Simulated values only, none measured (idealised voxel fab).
process module | voxel gate over fins
cross-section cut | 250 nm wide | cells 5 nm
A cross-section is a grid of square cells, given in bands from the top down. A band is one or more rows of cells.
Each band's line starts with the height of the band's top and of its bottom, in nm. Then come its materials from left to right, each with its width in nm. One material with "throughout" fills the band from edge to edge. "air" is empty space.
Height 0 is the level under which the wafer as received is all one material. The lowest band goes on downwards, as in "0 down".
A width such as "30 to 40" changes by the same amount from each row of cells to the next, from the band's top row to its bottom row.
"no change" after a step means that no cell of the cross-section changed.
closed voids: empty space of 8 cells or more with no open way to the top, each as width x height at its distance from the left edge, in nm
after a step's settings: what the simulator itself notes on the step
overlay nm, on a step with a mask: how far to the right of its planned place the mask lay; to the left if negative
Each pair below shows a cross-section before one step and the cross-section after it, down to the lowest band that changed. The line under each pair gives the step between them, with its settings. The pairs can come from different runs of this module on the same starting wafer, so a pair continues from the pair above only where its "before" says so.
before
  10 to 5: air 85 | TiN 25 | air 30 | TiN 25 | air 85
  5 to 0: air 85 | TiN 5 | HfO2 15 | TiN 5 | air 30 | TiN 5 | HfO2 15 | TiN 5 | air 85
  0 to -5: TiN 90 | HfO2 5 | Si 5 | HfO2 5 | TiN 40 | HfO2 5 | Si 5 | HfO2 5 | TiN 90
  -5 to -10: HfO2 95 | Si 5 | HfO2 50 | Si 5 | HfO2 95
  -10 to -20: SiO2 95 | Si 5 | SiO2 50 | Si 5 | SiO2 95
  -20 to -25: SiO2 95 | Si 5 | SiO2 20 | TiN 15 | SiO2 15 | Si 5 | SiO2 95
  -25 to -35: SiO2 95 | Si 5 | SiO2 50 | Si 5 | SiO2 95
  -35 down: Si throughout
  closed voids: none
after
  25 to 10: W throughout
  10 to 5: W 85 | TiN 25 | W 30 | TiN 25 | W 85
  5 to 0: W 85 | TiN 5 | HfO2 15 | TiN 5 | W 30 | TiN 5 | HfO2 15 | TiN 5 | W 85
  below 0: unchanged
  closed voids: none
the step between: op FILL_DEP | material W | thk nm 15
before: the cross-section after the pair above
after
  20 to 10: W throughout
  below 10: unchanged
  closed voids: none
the step between: op CMP | height nm 20
before: the cross-section after the pair above
after
  30 to 20: SiN throughout
  below 20: unchanged
  closed voids: none
the step between: op CONFORMAL_DEP | material SiN | thk nm 10
before
  5 to 0: air 90 | HfO2 15 | air 40 | HfO2 15 | air 90
  0 to -5: air 90 | HfO2 5 | Si 5 | HfO2 5 | air 40 | HfO2 5 | Si 5 | HfO2 5 | air 90
  -5 to -10: HfO2 95 | Si 5 | HfO2 50 | Si 5 | HfO2 95
  -10 to -20: SiO2 95 | Si 5 | SiO2 50 | Si 5 | SiO2 95
  -20 to -25: SiO2 95 | Si 5 | SiO2 15 | TiN 15 | SiO2 20 | Si 5 | SiO2 95
  -25 to -35: SiO2 95 | Si 5 | SiO2 50 | Si 5 | SiO2 95
  -35 down: Si throughout
  closed voids: none
after
  10 to 5: air 85 | aC 25 | air 30 | aC 25 | air 85
  5 to 0: air 85 | aC 5 | HfO2 15 | aC 5 | air 30 | aC 5 | HfO2 15 | aC 5 | air 85
  0 to -5: aC 90 | HfO2 5 | Si 5 | HfO2 5 | aC 40 | HfO2 5 | Si 5 | HfO2 5 | aC 90
  below -5: unchanged
  closed voids: none
the step between: op CONFORMAL_DEP | material aC | thk nm 5
before: the cross-section after the pair above
after
  25 to 10: W throughout
  10 to 5: W 85 | aC 25 | W 30 | aC 25 | W 85
  5 to 0: W 85 | aC 5 | HfO2 15 | aC 5 | W 30 | aC 5 | HfO2 15 | aC 5 | W 85
  below 0: unchanged
  closed voids: none
the step between: op FILL_DEP | material W | thk nm 15
before: the cross-section after the pair above
after
  20 to 10: W throughout
  below 10: unchanged
  closed voids: none
the step between: op CMP | height nm 20
before: the cross-section after the pair above
after
  30 to 20: SiN throughout
  below 20: unchanged
  closed voids: none
the step between: op CONFORMAL_DEP | material SiN | thk nm 10
before
  25 to 10: aC throughout
  10 to 0: SiO2 90 | SiN 15 | SiO2 40 | SiN 15 | SiO2 90
  0 to -35: SiO2 95 | Si 5 | SiO2 50 | Si 5 | SiO2 95
  -35 down: Si throughout
  closed voids: none
after
  55 to 25: air 115 | resist 15 | air 120
  below 25: unchanged
  closed voids: none
the step between: op PATTERN | tone cover | mask id RAIL | material resist | width nm 15 | thk nm 30 | overlay nm 0
before: the cross-section after the pair above
after
  40 to 25: air 115 | resist 15 | air 120
  25 to 10: air 115 | aC 15 | air 120
  below 10: unchanged
  closed voids: none
the step between: op DIRECTIONAL_ETCH | etch materials aC | depth nm 15
before: the cross-section after the pair above
after
  25 to 10: air 115 | aC 15 | air 120
  below 10: unchanged
  closed voids: none
the step between: op STRIP | etch materials resist
before: the cross-section after the pair above
after
  25 to 10: air 115 | aC 15 | air 120
  10 to 0: air 90 | SiN 15 | air 10 | SiO2 15 | air 15 | SiN 15 | air 90
  0 to -25: air 90 | SiO2 5 | Si 5 | SiO2 5 | air 10 | SiO2 15 | air 15 | SiO2 5 | Si 5 | SiO2 5 | air 90
  below -25: unchanged
  closed voids: none
the step between: op DIRECTIONAL_ETCH | etch materials SiO2 | depth nm 35
before: the cross-section after the pair above
after
  10 to 0: air 90 | SiN 15 | air 10 | SiO2 15 | air 15 | SiN 15 | air 90
  below 0: unchanged
  closed voids: none
the step between: op STRIP | etch materials aC
before: the cross-section after the pair above
after
  15 to 10: air 85 | TiN 50 | air 5 | TiN 25 | air 85
  10 to 0: air 85 | TiN 5 | SiN 15 | TiN 10 | SiO2 15 | TiN 5 | air 5 | TiN 5 | SiN 15 | TiN 5 | air 85
  0 to -20: air 85 | TiN 5 | SiO2 5 | Si 5 | SiO2 5 | TiN 10 | SiO2 15 | TiN 5 | air 5 | TiN 5 | SiO2 5 | Si 5 | SiO2 5 | TiN 5 | air 85
  -20 to -25: TiN 90 | SiO2 5 | Si 5 | SiO2 5 | TiN 10 | SiO2 15 | TiN 15 | SiO2 5 | Si 5 | SiO2 5 | TiN 90
  below -25: unchanged
  closed voids: none
the step between: op CONFORMAL_DEP | material TiN | thk nm 5
before: the cross-section after the pair above
after
  20 to 15: Ru throughout
  15 to 10: Ru 85 | TiN 50 | Ru 5 | TiN 25 | Ru 85
  10 to 0: Ru 85 | TiN 5 | SiN 15 | TiN 10 | SiO2 15 | TiN 5 | Ru 5 | TiN 5 | SiN 15 | TiN 5 | Ru 85
  0 to -20: Ru 85 | TiN 5 | SiO2 5 | Si 5 | SiO2 5 | TiN 10 | SiO2 15 | TiN 5 | Ru 5 | TiN 5 | SiO2 5 | Si 5 | SiO2 5 | TiN 5 | Ru 85
  below -20: unchanged
  closed voids: none
the step between: op FILL_DEP | material Ru | thk nm 5
before: the cross-section after the pair above
after
  10 to 0: Ru 85 | TiN 5 | SiN 15 | TiN 10 | SiO2 15 | TiN 5 | Ru 5 | TiN 5 | SiN 15 | TiN 5 | Ru 85
  below 0: unchanged
  closed voids: none
the step between: op CMP | height nm 10
before: the cross-section after the pair above
after
  10 to 0: air 90 | SiN 15 | air 10 | SiO2 15 | air 15 | SiN 15 | air 90
  0 to -20: air 90 | SiO2 5 | Si 5 | SiO2 5 | air 10 | SiO2 15 | air 15 | SiO2 5 | Si 5 | SiO2 5 | air 90
  below -20: unchanged
  closed voids: none
the step between: op SELECTIVE_ETCH | etch materials W Ru TiN | depth nm 30
before: the cross-section after the pair above
after
  15 to 10: SiO2 throughout
  10 to 0: SiO2 90 | SiN 15 | SiO2 40 | SiN 15 | SiO2 90
  0 to -20: SiO2 95 | Si 5 | SiO2 50 | Si 5 | SiO2 95
  below -20: unchanged
  closed voids: none
the step between: op FILL_DEP | material SiO2 | thk nm 5
before: the cross-section after the pair above
after
  10 to 0: SiO2 90 | SiN 15 | SiO2 40 | SiN 15 | SiO2 90
  below 0: unchanged
  closed voids: none
the step between: op CMP | height nm 10
before: the cross-section after the pair above
after
  10 to 0: air 90 | SiN 15 | air 40 | SiN 15 | air 90
  0 to -10: air 95 | Si 5 | air 50 | Si 5 | air 95
  below -10: unchanged
  closed voids: none
the step between: op SELECTIVE_ETCH | etch materials SiO2 | depth nm 20
before: the cross-section after the pair above
after
  0 to -10: air 95 | Si 5 | air 50 | Si 5 | air 95
  below -10: unchanged
  closed voids: none
the step between: op STRIP | etch materials SiN
before: the cross-section after the pair above
after
  5 to 0: air 90 | HfO2 15 | air 40 | HfO2 15 | air 90
  0 to -5: air 90 | HfO2 5 | Si 5 | HfO2 5 | air 40 | HfO2 5 | Si 5 | HfO2 5 | air 90
  -5 to -10: HfO2 95 | Si 5 | HfO2 50 | Si 5 | HfO2 95
  below -10: unchanged
  closed voids: none
the step between: op CONFORMAL_DEP | material HfO2 | thk nm 5
before: the cross-section after the pair above
after
  10 to 5: air 85 | TiN 25 | air 30 | TiN 25 | air 85
  5 to 0: air 85 | TiN 5 | HfO2 15 | TiN 5 | air 30 | TiN 5 | HfO2 15 | TiN 5 | air 85
  0 to -5: TiN 90 | HfO2 5 | Si 5 | HfO2 5 | TiN 40 | HfO2 5 | Si 5 | HfO2 5 | TiN 90
  below -5: unchanged
  closed voids: none
the step between: op CONFORMAL_DEP | material TiN | thk nm 5
before: the cross-section after the pair above
after
  25 to 10: W throughout
  10 to 5: W 85 | TiN 25 | W 30 | TiN 25 | W 85
  5 to 0: W 85 | TiN 5 | HfO2 15 | TiN 5 | W 30 | TiN 5 | HfO2 15 | TiN 5 | W 85
  below 0: unchanged
  closed voids: none
the step between: op FILL_DEP | material W | thk nm 15
before: the cross-section after the pair above
after
  20 to 10: W throughout
  below 10: unchanged
  closed voids: none
the step between: op CMP | height nm 20
before: the cross-section after the pair above
after
  30 to 20: SiN throughout
  below 20: unchanged
  closed voids: none
the step between: op CONFORMAL_DEP | material SiN | thk nm 10
